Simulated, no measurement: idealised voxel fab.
Presented below is a process module, voxel transistor to metal.
It is cross-section cut that appears here, measuring 300 nm in width, its square cells being 5 nm in size.
For the purposes of this document, a cross-section shall be understood as a grid of square cells, specified as bands listed in top-to-bottom order, each band consisting of one or more rows of cells. Heights first: top, then bottom, in nm. Then materials, left to right, each with a width in nm. "full width" on a single material: fills the band edge to edge. "blank": empty space. Heads up on the height convention: 0 is the point under which the incoming wafer is all one material, and the lowest band has no bottom, it just keeps going down, like "0..down". The width entry "30->40" should be interpreted row by row: the top row of cells in the band takes the first number, the bottom row takes the second number, and the change between adjacent rows is uniform throughout. Any step labelled "nothing got changed" changed none of the cells in the cross-section. What "Enclosed cavity list" gives you is every empty space of 8 cells or more that is cut off from the top. Each appears as width x height at distance, with the distance taken from the left edge and width, height and distance all in nm. Read whatever lies past the settings on a step's line as the simulator's own remark about the step. What "overlay nm" on a step's line means: if the step has a mask, that mask lay this far to the right of its planned place, or, when the value is negative, to the left.
Listed below are the process steps as planned
| 1 | RECEIVE,material Si |
| 2 | OXIDIZE,depth nm 5 |
| 3 | CONFORMAL_DEP,material SiN,thk nm 15 |
| 4 | DIRECTIONAL_DEP,material aC,thk nm 15 |
| 5 | PATTERN,tone cover,mask id ACTIVE,material resist,width nm 95,pitch nm 125,thk nm 35,overlay nm 0 |
| 6 | DIRECTIONAL_ETCH,etch materials aC,depth nm 15 |
| 7 | STRIP,etch materials resist |
| 8 | DIRECTIONAL_ETCH,etch materials SiN,depth nm 15 |
| 9 | DIRECTIONAL_ETCH,etch materials SiO2,depth nm 5 |
| 10 | DIRECTIONAL_ETCH,etch materials Si,depth nm 30 |
| 11 | STRIP,etch materials aC |
| 12 | FILL_DEP,material SiO2,thk nm 15 |
| 13 | CMP,height nm 15 |
| 14 | SELECTIVE_ETCH,etch materials SiO2,depth nm 10 |
| 15 | STRIP,etch materials SiN |
| 16 | SELECTIVE_ETCH,etch materials SiO2,depth nm 5 |
| 17 | OXIDIZE,depth nm 5 |
| 18 | DIRECTIONAL_DEP,material polySi,thk nm 20 |
| 19 | DIRECTIONAL_DEP,material SiCN,thk nm 15 |
| 20 | MASKED_ETCH,tone cover,mask id GATE,width nm 25,pitch nm 125,etch materials SiCN,depth nm 25,overlay nm 0 |
| 21 | MASKED_ETCH,tone cover,mask id GATE,width nm 25,pitch nm 125,etch materials polySi,depth nm 30,overlay nm 0 |
| 22 | CONFORMAL_DEP,material SiN,thk nm 10 |
| 23 | DIRECTIONAL_ETCH,etch materials SiN,depth nm 10 |
| 24 | DIRECTIONAL_ETCH,etch materials SiO2,depth nm 5 |
| 25 | EPI,material nSi,thk nm 5 |
| 26 | FILL_DEP,material SiO2,thk nm 5 |
| 27 | CMP,height nm 15 |
| 28 | STRIP,etch materials polySi |
| 29 | SELECTIVE_ETCH,etch materials SiO2,depth nm 5 |
| 30 | CONFORMAL_DEP,material HfO2,thk nm 5 |
| 31 | CONFORMAL_DEP,material TiN,thk nm 5 |
| 32 | FILL_DEP,material W,thk nm 5 |
| 33 | CMP,height nm 10 |
| 34 | DIRECTIONAL_DEP,material SiO2,thk nm 10 |
| 35 | PATTERN,tone open,mask id CONTACT,material resist,width nm 15,thk nm 20,overlay nm 0 |
| 36 | DIRECTIONAL_ETCH,etch materials SiO2,depth nm 25 |
| 37 | STRIP,etch materials resist |
| 38 | CONFORMAL_DEP,material TiN,thk nm 5 |
| 39 | FILL_DEP,material Ru,thk nm 10 |
| 40 | CMP,height nm 20 |
| 41 | CONFORMAL_DEP,material SiCN,thk nm 5 |
| 42 | DIRECTIONAL_DEP,material lowk,thk nm 20 |
| 43 | DIRECTIONAL_DEP,material aC,thk nm 10 |
| 44 | PATTERN,tone open,mask id METAL_1,material resist,width nm 15,thk nm 30,overlay nm 0 |
| 45 | DIRECTIONAL_ETCH,etch materials aC,depth nm 10 |
| 46 | STRIP,etch materials resist |
| 47 | DIRECTIONAL_ETCH,etch materials lowk,depth nm 20 |
| 48 | DIRECTIONAL_ETCH,etch materials SiCN,depth nm 5 |
| 49 | STRIP,etch materials aC |
| 50 | CONFORMAL_DEP,material TiN,thk nm 5 |
| 51 | FILL_DEP,material Ru,thk nm 10 |
| 52 | CMP,height nm 45 |
| 53 | CONFORMAL_DEP,material SiCN,thk nm 5 |
| 54 | DIRECTIONAL_DEP,material SiO2,thk nm 30 |
| 55 | PATTERN,tone open,mask id METAL_2,material resist,width nm 15,pitch nm 125,thk nm 15,overlay nm 0 |
| 56 | DIRECTIONAL_ETCH,etch materials SiO2,depth nm 15 |
| 57 | STRIP,etch materials resist |
| 58 | PATTERN,tone open,mask id METAL_2_HOLES,material resist,width nm 15,pitch nm 125,thk nm 20,overlay nm 0 |
| 59 | DIRECTIONAL_ETCH,etch materials SiO2,depth nm 15 |
| 60 | DIRECTIONAL_ETCH,etch materials SiCN,depth nm 5 |
| 61 | STRIP,etch materials resist |
| 62 | CONFORMAL_DEP,material TiN,thk nm 5 |
| 63 | FILL_DEP,material Ru,thk nm 10 |
| 64 | CMP,height nm 80 |
| 65 | CONFORMAL_DEP,material SiN,thk nm 5 |
As received (post step 1): cross-section
- 0..down: Si full width
- Enclosed cavity list: none
a wafer at the end: this start, this plan, one mistake
- 85..80: SiN full width
- 80..50: SiO2 45, TiN 5, Ru 5, TiN 5, SiO2 110, TiN 5, Ru 5, TiN 5, SiO2 115
- 50..45: SiCN 45, TiN 15, SiCN 110, TiN 15, SiCN 115
- 45..25: lowk 45, TiN 5, Ru 5, TiN 5, lowk 55, TiN 5, Ru 5, TiN 5, lowk 40, TiN 5, Ru 5, TiN 5, lowk 55, TiN 5, Ru 5, TiN 5, lowk 45
- 25..20: SiCN 45, TiN 15, SiCN 55, TiN 15, SiCN 40, TiN 15, SiCN 55, TiN 15, SiCN 45
- 20..10: SiO2 45, TiN 5, Ru 5, TiN 5, SiO2 55, TiN 5, Ru 5, TiN 5, SiO2 40, TiN 5, Ru 5, TiN 5, SiO2 55, TiN 5, Ru 5, TiN 5, SiO2 45
- 10..5: lowk 45, TiN 15, SiO2 5, lowk 10, HfO2 5, TiN 5, W 5, TiN 5, HfO2 5, lowk 10, SiO2 5, TiN 15, lowk 40, TiN 15, SiO2 5, lowk 10, HfO2 5, TiN 5, W 5, TiN 5, HfO2 5, lowk 10, SiO2 5, TiN 15, lowk 45
- 5..0: lowk 75, HfO2 5, TiN 5, W 5, TiN 5, HfO2 5, lowk 100, HfO2 5, TiN 5, W 5, TiN 5, HfO2 5, lowk 75
- 0..-5: SiO2 35, lowk 40, HfO2 5, TiN 15, HfO2 5, lowk 40, SiO2 20, lowk 40, HfO2 5, TiN 15, HfO2 5, lowk 40, SiO2 35
- -5..-10: SiO2 70, HfO2 35, SiO2 90, HfO2 35, SiO2 70
- -10..-35: SiO2 40, Si 95, SiO2 30, Si 95, SiO2 40
- -35..down: Si full width
- Enclosed cavity list: none
Nonconformance to the process plan: step 22 went in with a setting other than planned; the actual run was CONFORMAL_DEP,material lowk,thk nm 10
